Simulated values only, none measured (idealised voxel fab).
The following is a process module called voxel capacitor over wiring.
Cross-section cut: width 240 nm, square cells of 5 nm.
Format of a cross-section: grid, square cells. Given as bands. Order: top down. Band: one or more rows of cells.
The entry gives the band's vertical extent as a top height and a bottom height in nm, then its horizontal make-up as materials from left to right, each with a width in nm. "blank" stands for empty space; a single material marked "edge to edge" fills the band edge to edge.
The level at which height equals 0 is the one under which the wafer, as it arrives, is entirely one material. No lower edge exists for the bottom band, which continues downward and is notated as in "0 down".
The expression "30 to 40" gives the width at the extremes of the band, the first number at its top row of cells and the second at its bottom row, with the width changing by equal amounts from each row to the next in between.
Step note "everything unchanged" = no cross-section cell changed.
In "Voids, enclosed" the enclosed voids are listed, meaning empty spaces of 8 cells or larger without any opening to the top. The form is width x height at distance, distance from the left edge, units nm.
On a step's line, text after the settings is the simulator commenting on that step.
On any step carrying a mask, the "overlay nm" setting, if present on the step's line, tells how far right of its planned place the mask lay; negative values point to the left.
### The process steps that were planned are listed below
1 RECEIVE | material Si
2 CONFORMAL_DEP | material SiO2 | thk nm 10
3 DIRECTIONAL_DEP | material TiN | thk nm 5
4 DIRECTIONAL_DEP | material W | thk nm 15
5 DIRECTIONAL_DEP | material aC | thk nm 15
6 PATTERN | tone cover | mask id METAL_1 | material resist | width nm 20 | pitch nm 70 | thk nm 35 | overlay nm -15
7 DIRECTIONAL_ETCH | etch materials aC | depth nm 15
8 STRIP | etch materials resist
9 DIRECTIONAL_ETCH | etch materials W | depth nm 15
10 DIRECTIONAL_ETCH | etch materials TiN | depth nm 5
11 STRIP | etch materials aC
12 FILL_DEP | material lowk | thk nm 5
13 CMP | height nm 30
14 CONFORMAL_DEP | material SiCN | thk nm 5
15 DIRECTIONAL_DEP | material lowk | thk nm 10
16 DIRECTIONAL_DEP | material aC | thk nm 10
17 PATTERN | tone open | mask id PLUG_1 | material resist | width nm 15 | thk nm 30 | overlay nm 0
18 DIRECTIONAL_ETCH | etch materials aC | depth nm 10
19 STRIP | etch materials resist
20 DIRECTIONAL_ETCH | etch materials lowk | depth nm 10
21 DIRECTIONAL_ETCH | etch materials SiCN | depth nm 5
22 STRIP | etch materials aC
23 CONFORMAL_DEP | material TiN | thk nm 5
24 FILL_DEP | material W | thk nm 10
25 CMP | height nm 45
26 DIRECTIONAL_DEP | material TiN | thk nm 5
27 DIRECTIONAL_DEP | material SiN | thk nm 5
28 DIRECTIONAL_DEP | material TiN | thk nm 10
29 DIRECTIONAL_DEP | material aC | thk nm 15
30 PATTERN | tone cover | mask id UPPER_PLATE | material resist | width nm 55 | thk nm 35 | overlay nm 0
31 DIRECTIONAL_ETCH | etch materials aC | depth nm 15
32 STRIP | etch materials resist
33 DIRECTIONAL_ETCH | etch materials TiN | depth nm 10
34 DIRECTIONAL_ETCH | etch materials SiN | depth nm 5
35 STRIP | etch materials aC
36 PATTERN | tone cover | mask id LOWER_PLATE | material resist | width nm 65 | thk nm 15 | overlay nm 0
37 DIRECTIONAL_ETCH | etch materials TiN | depth nm 5
38 STRIP | etch materials resist
39 FILL_DEP | material SiO2 | thk nm 15
40 CMP | height nm 75
41 PATTERN | tone open | mask id PLUG_2 | material resist | width nm 15 | thk nm 20 | overlay nm 0
42 DIRECTIONAL_ETCH | etch materials SiO2 | depth nm 10
43 STRIP | etch materials resist
44 CONFORMAL_DEP | material TiN | thk nm 5
45 FILL_DEP | material Ru | thk nm 5
46 CMP | height nm 75
47 CONFORMAL_DEP | material SiCN | thk nm 5
varied across the wafers: overlay nm of step 6. The plan shows the first wafer's value. All wafers start alike
### The first of several wafers as received, shown in cross-section; this is its state after step 1
- 0 down = Si edge to edge
- Voids, enclosed: none
### The figure below presents a cross-section of the first of several wafers at the conclusion of the module, following its last step, step 47
- 80 to 75 = SiCN edge to edge
- 75 to 70 = SiO2: 90 | TiN: 5 | Ru: 5 | TiN: 5 | SiO2: 135
- 70 to 65 = SiO2: 90 | TiN: 15 | SiO2: 135
- 65 to 55 = SiO2: 80 | TiN: 55 | SiO2: 105
- 55 to 50 = SiO2: 80 | SiN: 55 | SiO2: 105
- 50 to 45 = SiO2: 75 | TiN: 65 | SiO2: 100
- 45 to 35 = lowk: 80 | TiN: 5 | W: 5 | TiN: 5 | lowk: 145
- 35 to 30 = SiCN: 80 | TiN: 15 | SiCN: 145
- 30 to 15 = lowk: 60 | W: 20 | lowk: 50 | W: 20 | lowk: 90
- 15 to 10 = lowk: 60 | TiN: 20 | lowk: 50 | TiN: 20 | lowk: 90
- 10 to 0 = SiO2 edge to edge
- 0 down = Si edge to edge
- Voids, enclosed: none
### Final wafer of several, shown in cross-section at the end of the module
- 80 to 75 = SiCN edge to edge
- 75 to 70 = SiO2: 90 | TiN: 5 | Ru: 5 | TiN: 5 | SiO2: 135
- 70 to 65 = SiO2: 90 | TiN: 15 | SiO2: 135
- 65 to 55 = SiO2: 80 | TiN: 55 | SiO2: 105
- 55 to 50 = SiO2: 80 | SiN: 55 | SiO2: 105
- 50 to 45 = SiO2: 75 | TiN: 65 | SiO2: 100
- 45 to 35 = lowk: 80 | TiN: 5 | W: 5 | TiN: 5 | lowk: 145
- 35 to 30 = SiCN: 80 | TiN: 15 | SiCN: 145
- 30 to 15 = lowk: 90 | W: 20 | lowk: 50 | W: 20 | lowk: 60
- 15 to 10 = lowk: 90 | TiN: 20 | lowk: 50 | TiN: 20 | lowk: 60
- 10 to 0 = SiO2 edge to edge
- 0 down = Si edge to edge
- Voids, enclosed: none
### Tabulated below, wafer by wafer, are the end-of-module results: for each material, the number of cells gained (+) or lost (-) relative to the as-received state, followed by the closed voids
overlay nm -15, +1 Ru, +93 SiCN, +11 SiN, +332 SiO2, +55 TiN, +26 W, +250 lowk, Voids, enclosed: none
overlay nm -10, +1 Ru, +93 SiCN, +11 SiN, +332 SiO2, +55 TiN, +26 W, +250 lowk, Voids, enclosed: none
overlay nm -5, +1 Ru, +93 SiCN, +11 SiN, +332 SiO2, +55 TiN, +26 W, +250 lowk, Voids, enclosed: none
overlay nm 0, +1 Ru, +93 SiCN, +11 SiN, +332 SiO2, +55 TiN, +26 W, +250 lowk, Voids, enclosed: none
overlay nm 5, +1 Ru, +93 SiCN, +11 SiN, +332 SiO2, +55 TiN, +26 W, +250 lowk, Voids, enclosed: none
overlay nm 10, +1 Ru, +93 SiCN, +11 SiN, +332 SiO2, +55 TiN, +26 W, +250 lowk, Voids, enclosed: none
overlay nm 15, +1 Ru, +93 SiCN, +11 SiN, +332 SiO2, +55 TiN, +26 W, +250 lowk, Voids, enclosed: none
